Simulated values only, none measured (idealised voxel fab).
The name of this process module is voxel released beams.
The cross-section shown here is cut; it is 240 nm wide and divided into square cells measuring 5 nm on a side.
Bands, listed from the top down, are how a cross-section gets written in this document; the cross-section itself is a grid of square cells, and a band is one or more rows of them.
Top height, bottom height, nm. Materials left to right, width each, nm. Single material + "everywhere" = fills band edge to edge. "empty" = empty.
Basically, 0 is our baseline, since under it the wafer straight out of the box is all one material. The bottom band has no lower end and keeps on going down, so it looks like "z 0 and below".
You'd read "30->40" like this: the band's top row of cells is as wide as the first number, its bottom row is as wide as the second, and going down, every row changes width by the same amount as the row before did.
Where a step carries "no alteration", the cross-section came out of it unchanged, cell for cell.
Closed-off voids of 8+ cells (no open route to the top) go in "Trapped void list", written width x height at distance from the left edge, in nm.
Where a step's line continues beyond its settings, the continuation is a remark by the simulator itself on that step.
The "overlay nm" setting may appear on a step's line; for a step that uses a mask, it gives how far to the right of its planned position the mask lay, and a negative value indicates the left.
## The planned process steps are enumerated hereunder
1. RECEIVE: material Si
2. CONFORMAL_DEP: material Al2O3, thk nm 10
3. DIRECTIONAL_DEP: material SiO2, thk nm 10
4. DIRECTIONAL_DEP: material aC, thk nm 15
5. PATTERN: tone open, mask id ANCHOR, material resist, width nm 45, thk nm 35, overlay nm 0
6. DIRECTIONAL_ETCH: etch materials aC, depth nm 15
7. STRIP: etch materials resist
8. DIRECTIONAL_ETCH: etch materials SiO2, depth nm 10
9. STRIP: etch materials aC
10. CONFORMAL_DEP: material W, thk nm 15
11. DIRECTIONAL_DEP: material aC, thk nm 15
12. PATTERN: tone cover, mask id BEAM, material resist, width nm 110, thk nm 30, overlay nm 0
13. DIRECTIONAL_ETCH: etch materials aC, depth nm 15
14. STRIP: etch materials resist
15. DIRECTIONAL_ETCH: etch materials W, depth nm 15
16. STRIP: etch materials aC
17. STRIP: etch materials SiO2
## Here's what the wafer looked like in cross-section when it arrived - that's after step 1
  z 0 and below  Si everywhere
  Trapped void list: none
## Figure: cross-sectional view of the wafer upon completion of the module, processed from the initial state and according to the plan depicted above, with one error introduced during execution
  z 35 to 25  empty=60; W=65; empty=115
  z 25 to 20  empty=60; W=110; empty=70
  z 20 to 10  empty=50; W=15; SiO2=45; W=60; empty=70
  z 10 to 0  Al2O3 everywhere
  z 0 and below  Si everywhere
  Trapped void list: none
Here's what went sideways: the process deviated at step 5: the operation and settings actually run there were PATTERN: tone cover, mask id ANCHOR, material resist, width nm 45, thk nm 35, overlay nm 0
